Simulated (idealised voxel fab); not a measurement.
A process module follows: voxel wiring stack.
Cross-section cut: width 220 nm, square cells of 5 nm.
Reading order for cross-sections: top band down to bottom band. Underlying form: a grid of square cells. Band size: one or more rows of cells. Look at the band entry: it leads with the top's height and the bottom's height in nm. Then it lists the materials left to right, with a width in nm for each. The word "edge to edge" on a single material says that material fills the band edge to edge. The word "blank" is empty space. It should be noted that heights are counted from 0, beneath which the wafer as supplied is of one material throughout, and that the lowest band possesses no lower boundary but continues downward, as written in "0 -> down". Read "30 to 40" as a graded width: first number on top, second number at the bottom, same change between each pair of neighbouring rows. "no alterations made" means the step left every cell of the cross-section as it was. If an empty space has no open way to the top and is at least 8 cells in size, "Enclosed void entries" lists it, written width x height at distance, where distance is measured from the left edge and every value is in nm. Anything after a step's settings on that line? It's the simulator's own note about the step. overlay nm: right-of-plan distance of the mask on a masked step; negative values mean left-of-plan.
Planned step list for the process:
| 1 | RECEIVE: material Si |
| 2 | CONFORMAL_DEP: material SiO2, thk nm 15 |
| 3 | DIRECTIONAL_DEP: material TiN, thk nm 5 |
| 4 | DIRECTIONAL_DEP: material W, thk nm 15 |
| 5 | DIRECTIONAL_DEP: material aC, thk nm 10 |
| 6 | PATTERN: tone cover, mask id METAL_1, material resist, width nm 20, pitch nm 50, thk nm 25, overlay nm 0 |
| 7 | DIRECTIONAL_ETCH: etch materials aC, depth nm 10 |
| 8 | STRIP: etch materials resist |
| 9 | DIRECTIONAL_ETCH: etch materials W, depth nm 15 |
| 10 | DIRECTIONAL_ETCH: etch materials TiN, depth nm 5 |
| 11 | STRIP: etch materials aC |
| 12 | CONFORMAL_DEP: material SiN, thk nm 5 |
| 13 | FILL_DEP: material SiO2, thk nm 10 |
| 14 | CMP: height nm 35 |
| 15 | CONFORMAL_DEP: material SiCN, thk nm 5 |
| 16 | DIRECTIONAL_DEP: material lowk, thk nm 10 |
| 17 | DIRECTIONAL_DEP: material aC, thk nm 15 |
| 18 | PATTERN: tone open, mask id PLUG_1, material resist, width nm 15, pitch nm 50, thk nm 30, overlay nm 0 |
| 19 | DIRECTIONAL_ETCH: etch materials aC, depth nm 15 |
| 20 | STRIP: etch materials resist |
| 21 | DIRECTIONAL_ETCH: etch materials lowk, depth nm 10 |
| 22 | DIRECTIONAL_ETCH: etch materials SiCN, depth nm 5 |
| 23 | STRIP: etch materials aC |
| 24 | EPI: material Ru, thk nm 10 |
| 25 | EPI: material Ru, thk nm 5 |
| 26 | CONFORMAL_DEP: material SiCN, thk nm 5 |
| 27 | DIRECTIONAL_DEP: material SiO2, thk nm 25 |
| 28 | MASKED_ETCH: tone open, mask id METAL_2, width nm 20, pitch nm 50, etch materials SiO2, depth nm 25, overlay nm 0 |
| 29 | MASKED_ETCH: tone open, mask id METAL_2, width nm 20, pitch nm 50, etch materials SiCN, depth nm 5, overlay nm 0 |
| 30 | CONFORMAL_DEP: material TiN, thk nm 5 |
| 31 | FILL_DEP: material W, thk nm 10 |
| 32 | CMP: height nm 80 |
| 33 | CONFORMAL_DEP: material SiCN, thk nm 5 |
| 34 | DIRECTIONAL_DEP: material SiO2, thk nm 10 |
| 35 | DIRECTIONAL_DEP: material aC, thk nm 15 |
| 36 | PATTERN: tone open, mask id PLUG_2, material resist, width nm 15, pitch nm 50, thk nm 30, overlay nm 0 |
| 37 | DIRECTIONAL_ETCH: etch materials aC, depth nm 15 |
| 38 | STRIP: etch materials resist |
| 39 | DIRECTIONAL_ETCH: etch materials SiO2, depth nm 10 |
| 40 | DIRECTIONAL_ETCH: etch materials SiCN, depth nm 5 |
| 41 | STRIP: etch materials aC |
| 42 | EPI: material Ru, thk nm 10 |
| 43 | EPI: material Ru, thk nm 5 |
| 44 | DIRECTIONAL_DEP: material TiN, thk nm 5 |
| 45 | DIRECTIONAL_DEP: material Ru, thk nm 20 |
| 46 | MASKED_ETCH: tone cover, mask id METAL_3, width nm 20, pitch nm 50, etch materials Ru, depth nm 20, overlay nm 0 |
| 47 | MASKED_ETCH: tone cover, mask id METAL_3, width nm 20, pitch nm 50, etch materials TiN, depth nm 5, overlay nm 0 |
| 48 | CONFORMAL_DEP: material SiCN, thk nm 5 |
| 49 | FILL_DEP: material SiO2, thk nm 10 |
| 50 | CMP: height nm 120 |
| 51 | CONFORMAL_DEP: material SiN, thk nm 5 |
Cross-section of the wafer upon arrival, representing the state reached after step 1:
0 -> down: Si edge to edge
Enclosed void entries: none
The module was run from the start shown above using the plan shown above, but one mistake was made doing it; the resulting wafer cross-section is below:
125 -> 120: SiN edge to edge
120 -> 100: 70 SiO2, then 5 SiCN, then 20 Ru, then 5 SiCN, then 20 SiO2, then 5 SiCN, then 20 Ru, then 5 SiCN, then 70 SiO2
100 -> 95: 75 SiCN, then 20 TiN, then 30 SiCN, then 20 TiN, then 75 SiCN
95 -> 85: 75 SiO2, then 15 Ru, then 35 SiO2, then 15 Ru, then 80 SiO2
85 -> 80: 75 SiCN, then 15 Ru, then 35 SiCN, then 15 Ru, then 80 SiCN
80 -> 55: 75 SiO2, then 5 TiN, then 10 W, then 5 TiN, then 30 SiO2, then 5 TiN, then 10 W, then 5 TiN, then 75 SiO2
55 -> 50: 75 SiCN, then 20 TiN, then 30 SiCN, then 20 TiN, then 75 SiCN
50 -> 40: 75 lowk, then 15 Ru, then 35 lowk, then 15 Ru, then 80 lowk
40 -> 35: 75 SiCN, then 15 Ru, then 35 SiCN, then 15 Ru, then 80 SiCN
35 -> 20: 70 SiO2, then 5 Ru, then 20 W, then 5 Ru, then 20 SiO2, then 5 Ru, then 20 W, then 5 Ru, then 70 SiO2
20 -> 15: 75 Ru, then 20 TiN, then 30 Ru, then 20 TiN, then 75 Ru
15 -> 0: SiO2 edge to edge
0 -> down: Si edge to edge
Enclosed void entries: none
Nonconformance to the process plan: step 12 did not happen as planned, as run it was CONFORMAL_DEP: material Ru, thk nm 5
